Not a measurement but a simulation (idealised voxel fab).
The process module that follows is named voxel self aligned vias.
It is cross-section cut that appears here, measuring 220 nm in width, its square cells being 5 nm in size.
Notation: cross-section as square-cell grid; stated in bands, top first, going down; one or more cell rows per band. What a band's entry tells you: where the top is and where the bottom is, as heights in nm, and after that what lies inside, material by material from left to right, each with its width in nm. Empty space is written as the word "blank", and a single material marked with the word "full width" occupies the band from edge to edge. Zero point of the height axis is 0; under it, received wafer = one material. Lowest band: continues down indefinitely, "0 -> down". Think of "30->40" as a width that walks from the first number to the second as you go down the band, top row to bottom row, taking equal-sized steps from row to row. A step reported as "nothing different" is a step in which no cell of the cross-section changed. Entry "Closed-off voids" = empty spaces >= 8 cells with no open way to the top; each as width x height at distance, distance from left edge, all nm. Whatever follows a step's settings on its line is a remark the simulator itself makes about that step. "overlay nm", when on a step's line for a step with a mask, measures how far to the right of its planned place the mask lay; a negative measure means to the left.
The following list gives the planned process steps:
1,RECEIVE, material Si
2,CONFORMAL_DEP, material SiO2, thk nm 10
3,CONFORMAL_DEP, material SiCN, thk nm 5
4,DIRECTIONAL_DEP, material lowk, thk nm 25
5,MASKED_ETCH, tone open, mask id LINES, width nm 20, pitch nm 60, etch materials lowk, depth nm 25, overlay nm 0
6,CONFORMAL_DEP, material TiN, thk nm 5
7,FILL_DEP, material W, thk nm 5
8,CMP, height nm 40
9,SELECTIVE_ETCH, etch materials W Ru TiN, depth nm 5
10,FILL_DEP, material SiN, thk nm 10
11,CMP, height nm 40
12,DIRECTIONAL_DEP, material lowk, thk nm 20
13,MASKED_ETCH, tone open, mask id VIAS, width nm 40, pitch nm 60, etch materials lowk, depth nm 20, overlay nm 0
14,MASKED_ETCH, tone open, mask id VIAS, width nm 40, pitch nm 60, etch materials SiN, depth nm 5, overlay nm 0
15,CONFORMAL_DEP, material TiN, thk nm 5
16,FILL_DEP, material W, thk nm 5
17,CMP, height nm 60
18,CONFORMAL_DEP, material SiN, thk nm 5
First wafer, as planned:
As received, after step 1:
> 0 -> down = Si full width
> Closed-off voids: none
Once step 2 is through, the wafer looks like this in cross-section:
> 10 -> 0 = SiO2 full width
> All layers under 0 are left as they were.
Once step 3 is through, the wafer looks like this in cross-section:
> 15 -> 10 = SiCN full width
> All layers under 10 are left as they were.
Once step 4 is through, the wafer looks like this in cross-section:
> 40 -> 15 = lowk full width
> All layers under 15 are left as they were.
Once step 5 is through, the wafer looks like this in cross-section:
> 40 -> 15 = 70 lowk  20 blank  40 lowk  20 blank  70 lowk
> All layers under 15 are left as they were.
Once step 6 is through, the wafer looks like this in cross-section:
> 45 -> 40 = 75 TiN  10 blank  50 TiN  10 blank  75 TiN
> 40 -> 20 = 70 lowk  5 TiN  10 blank  5 TiN  40 lowk  5 TiN  10 blank  5 TiN  70 lowk
> 20 -> 15 = 70 lowk  20 TiN  40 lowk  20 TiN  70 lowk
> All layers under 15 are left as they were.
Once step 7 is through, the wafer looks like this in cross-section:
> 50 -> 45 = W full width
> 45 -> 40 = 75 TiN  10 W  50 TiN  10 W  75 TiN
> 40 -> 20 = 70 lowk  5 TiN  10 W  5 TiN  40 lowk  5 TiN  10 W  5 TiN  70 lowk
> All layers under 20 are left as they were.
Once step 8 is through, the wafer looks like this in cross-section:
> 40 -> 20 = 70 lowk  5 TiN  10 W  5 TiN  40 lowk  5 TiN  10 W  5 TiN  70 lowk
> All layers under 20 are left as they were.
Once step 9 is through, the wafer looks like this in cross-section:
> 40 -> 35 = 70 lowk  20 blank  40 lowk  20 blank  70 lowk
> All layers under 35 are left as they were.
Once step 10 is through, the wafer looks like this in cross-section:
> 50 -> 40 = SiN full width
> 40 -> 35 = 70 lowk  20 SiN  40 lowk  20 SiN  70 lowk
> All layers under 35 are left as they were.
Once step 11 is through, the wafer looks like this in cross-section:
> 40 -> 35 = 70 lowk  20 SiN  40 lowk  20 SiN  70 lowk
> All layers under 35 are left as they were.
Once step 12 is through, the wafer looks like this in cross-section:
> 60 -> 40 = lowk full width
> All layers under 40 are left as they were.
Once step 13 is through, the wafer looks like this in cross-section:
> 60 -> 40 = 60 lowk  40 blank  20 lowk  40 blank  60 lowk
> All layers under 40 are left as they were.
Once step 14 is through, the wafer looks like this in cross-section:
> 60 -> 40 = 60 lowk  40 blank  20 lowk  40 blank  60 lowk
> 40 -> 35 = 70 lowk  20 blank  40 lowk  20 blank  70 lowk
> All layers under 35 are left as they were.
Once step 15 is through, the wafer looks like this in cross-section:
> 65 -> 60 = 65 TiN  30 blank  30 TiN  30 blank  65 TiN
> 60 -> 45 = 60 lowk  5 TiN  30 blank  5 TiN  20 lowk  5 TiN  30 blank  5 TiN  60 lowk
> 45 -> 40 = 60 lowk  15 TiN  10 blank  15 TiN  20 lowk  15 TiN  10 blank  15 TiN  60 lowk
> 40 -> 35 = 70 lowk  20 TiN  40 lowk  20 TiN  70 lowk
> All layers under 35 are left as they were.
Once step 16 is through, the wafer looks like this in cross-section:
> 70 -> 65 = W full width
> 65 -> 60 = 65 TiN  30 W  30 TiN  30 W  65 TiN
> 60 -> 45 = 60 lowk  5 TiN  30 W  5 TiN  20 lowk  5 TiN  30 W  5 TiN  60 lowk
> 45 -> 40 = 60 lowk  15 TiN  10 W  15 TiN  20 lowk  15 TiN  10 W  15 TiN  60 lowk
> All layers under 40 are left as they were.
Once step 17 is through, the wafer looks like this in cross-section:
> 60 -> 45 = 60 lowk  5 TiN  30 W  5 TiN  20 lowk  5 TiN  30 W  5 TiN  60 lowk
> All layers under 45 are left as they were.
Once step 18 is through, the wafer looks like this in cross-section:
> 65 -> 60 = SiN full width
> All layers under 60 are left as they were.
Okay, second wafer. Nothing different at the start, nothing different in the plan, just one mistake somewhere in the running. As far as step 12, counting that step, it's the first wafer all over again:
Second wafer, cut view, end of step 13 per plan:
> 60 -> 40 = 60 lowk  45 blank  15 lowk  45 blank  55 lowk
> All layers under 40 are left as they were.
Second wafer, cut view, end of step 14 per plan:
> 60 -> 40 = 60 lowk  45 blank  15 lowk  45 blank  55 lowk
> 40 -> 35 = 70 lowk  20 blank  40 lowk  20 blank  70 lowk
> All layers under 35 are left as they were.
Second wafer, cut view, end of step 15 per plan:
> 65 -> 60 = 65 TiN  35 blank  25 TiN  35 blank  60 TiN
> 60 -> 45 = 60 lowk  5 TiN  35 blank  5 TiN  15 lowk  5 TiN  35 blank  5 TiN  55 lowk
> 45 -> 40 = 60 lowk  15 TiN  10 blank  20 TiN  15 lowk  15 TiN  10 blank  20 TiN  55 lowk
> 40 -> 35 = 70 lowk  20 TiN  40 lowk  20 TiN  70 lowk
> All layers under 35 are left as they were.
Second wafer, cut view, end of step 16 per plan:
> 70 -> 65 = W full width
> 65 -> 60 = 65 TiN  35 W  25 TiN  35 W  60 TiN
> 60 -> 45 = 60 lowk  5 TiN  35 W  5 TiN  15 lowk  5 TiN  35 W  5 TiN  55 lowk
> 45 -> 40 = 60 lowk  15 TiN  10 W  20 TiN  15 lowk  15 TiN  10 W  20 TiN  55 lowk
> All layers under 40 are left as they were.
Second wafer, cut view, end of step 17 per plan:
> 60 -> 45 = 60 lowk  5 TiN  35 W  5 TiN  15 lowk  5 TiN  35 W  5 TiN  55 lowk
> All layers under 45 are left as they were.
Second wafer, cut view, end of step 18 per plan:
> 65 -> 60 = SiN full width
> All layers under 60 are left as they were.
Nonconformance to the process plan: step 13 changed vs plan, executed as MASKED_ETCH, tone open, mask id VIAS, width nm 45, pitch nm 60, etch materials lowk, depth nm 20, overlay nm 0
Per the end-of-run cell counts, the second wafer holds more or fewer of some materials than the first: 2 more of TiN, 6 more of W, 8 fewer of lowk
